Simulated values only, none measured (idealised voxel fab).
process module | voxel self aligned vias
cross-section cut | 230 nm wide | cells 5 nm
A cross-section is a grid of square cells, given in bands from the top down. A band is one or more rows of cells.
Each band's line starts with the height of the band's top and of its bottom, in nm. Then come its materials from left to right, each with its width in nm. One material with "throughout" fills the band from edge to edge. "air" is empty space.
Height 0 is the level under which the wafer as received is all one material. The lowest band goes on downwards, as in "0 down".
A width such as "30 to 40" changes by the same amount from each row of cells to the next, from the band's top row to its bottom row.
"no change" after a step means that no cell of the cross-section changed.
closed voids: empty space of 8 cells or more with no open way to the top, each as width x height at its distance from the left edge, in nm
after a step's settings: what the simulator itself notes on the step
overlay nm, on a step with a mask: how far to the right of its planned place the mask lay; to the left if negative
plan
1 op RECEIVE | material Si
2 op CONFORMAL_DEP | material SiO2 | thk nm 15
3 op CONFORMAL_DEP | material SiCN | thk nm 5
4 op DIRECTIONAL_DEP | material SiO2 | thk nm 30
5 op MASKED_ETCH | tone open | mask id LINES | width nm 30 | pitch nm 65 | etch materials SiO2 | depth nm 30 | overlay nm 0
6 op CONFORMAL_DEP | material TiN | thk nm 5
7 op FILL_DEP | material Ru | thk nm 5
8 op CMP | height nm 50
9 op SELECTIVE_ETCH | etch materials W Ru TiN | depth nm 10
10 op FILL_DEP | material SiN | thk nm 5
11 op CMP | height nm 50
12 op DIRECTIONAL_DEP | material SiO2 | thk nm 20
13 op MASKED_ETCH | tone open | mask id VIAS | width nm 40 | pitch nm 130 | etch materials SiO2 | depth nm 10 | overlay nm 0
14 op MASKED_ETCH | tone open | mask id VIAS | width nm 40 | pitch nm 130 | etch materials SiN | depth nm 10 | overlay nm 0
15 op CONFORMAL_DEP | material TiN | thk nm 5
16 op FILL_DEP | material Ru | thk nm 5
17 op CMP | height nm 70
18 op CONFORMAL_DEP | material SiN | thk nm 5
varied across the wafers: depth nm of step 13. The plan shows the first wafer's value. All wafers start alike
first wafer as received, after step 1
  0 down: Si throughout
  closed voids: none
first wafer at the end, after step 18
  75 to 70: SiN throughout
  70 to 65: SiO2 30 | TiN 5 | Ru 30 | TiN 5 | SiO2 90 | TiN 5 | Ru 30 | TiN 5 | SiO2 30
  65 to 60: SiO2 30 | TiN 40 | SiO2 90 | TiN 40 | SiO2 30
  60 to 50: SiO2 throughout
  50 to 40: SiO2 35 | SiN 30 | SiO2 35 | SiN 30 | SiO2 35 | SiN 30 | SiO2 35
  40 to 25: SiO2 35 | TiN 5 | Ru 20 | TiN 5 | SiO2 35 | TiN 5 | Ru 20 | TiN 5 | SiO2 35 | TiN 5 | Ru 20 | TiN 5 | SiO2 35
  25 to 20: SiO2 35 | TiN 30 | SiO2 35 | TiN 30 | SiO2 35 | TiN 30 | SiO2 35
  20 to 15: SiCN throughout
  15 to 0: SiO2 throughout
  0 down: Si throughout
  closed voids: none
last wafer at the end
  75 to 70: SiN throughout
  70 to 50: SiO2 30 | TiN 5 | Ru 30 | TiN 5 | SiO2 90 | TiN 5 | Ru 30 | TiN 5 | SiO2 30
  50 to 45: SiO2 30 | TiN 5 | Ru 30 | TiN 5 | SiO2 30 | SiN 30 | SiO2 30 | TiN 5 | Ru 30 | TiN 5 | SiO2 30
  45 to 40: SiO2 30 | TiN 40 | SiO2 30 | SiN 30 | SiO2 30 | TiN 40 | SiO2 30
  40 to 35: SiO2 30 | TiN 10 | Ru 20 | TiN 10 | SiO2 30 | TiN 5 | Ru 20 | TiN 5 | SiO2 30 | TiN 10 | Ru 20 | TiN 10 | SiO2 30
  35 to 25: SiO2 35 | TiN 5 | Ru 20 | TiN 5 | SiO2 35 | TiN 5 | Ru 20 | TiN 5 | SiO2 35 | TiN 5 | Ru 20 | TiN 5 | SiO2 35
  25 to 20: SiO2 35 | TiN 30 | SiO2 35 | TiN 30 | SiO2 35 | TiN 30 | SiO2 35
  20 to 15: SiCN throughout
  15 to 0: SiO2 throughout
  0 down: Si throughout
  closed voids: none
each wafer at the end: cells of each material gained (+) or lost (-) since it was received, then its closed voids
depth nm 10 | +48 Ru | +46 SiCN | +82 SiN | +458 SiO2 | +56 TiN | closed voids: none
depth nm 15 | +60 Ru | +46 SiCN | +82 SiN | +442 SiO2 | +60 TiN | closed voids: none
depth nm 20 | +88 Ru | +46 SiCN | +58 SiN | +426 SiO2 | +72 TiN | closed voids: none
depth nm 25 | +92 Ru | +46 SiCN | +58 SiN | +422 SiO2 | +72 TiN | closed voids: none
depth nm 30 | +96 Ru | +46 SiCN | +58 SiN | +418 SiO2 | +72 TiN | closed voids: none
depth nm 35 | +96 Ru | +46 SiCN | +58 SiN | +414 SiO2 | +76 TiN | closed voids: none
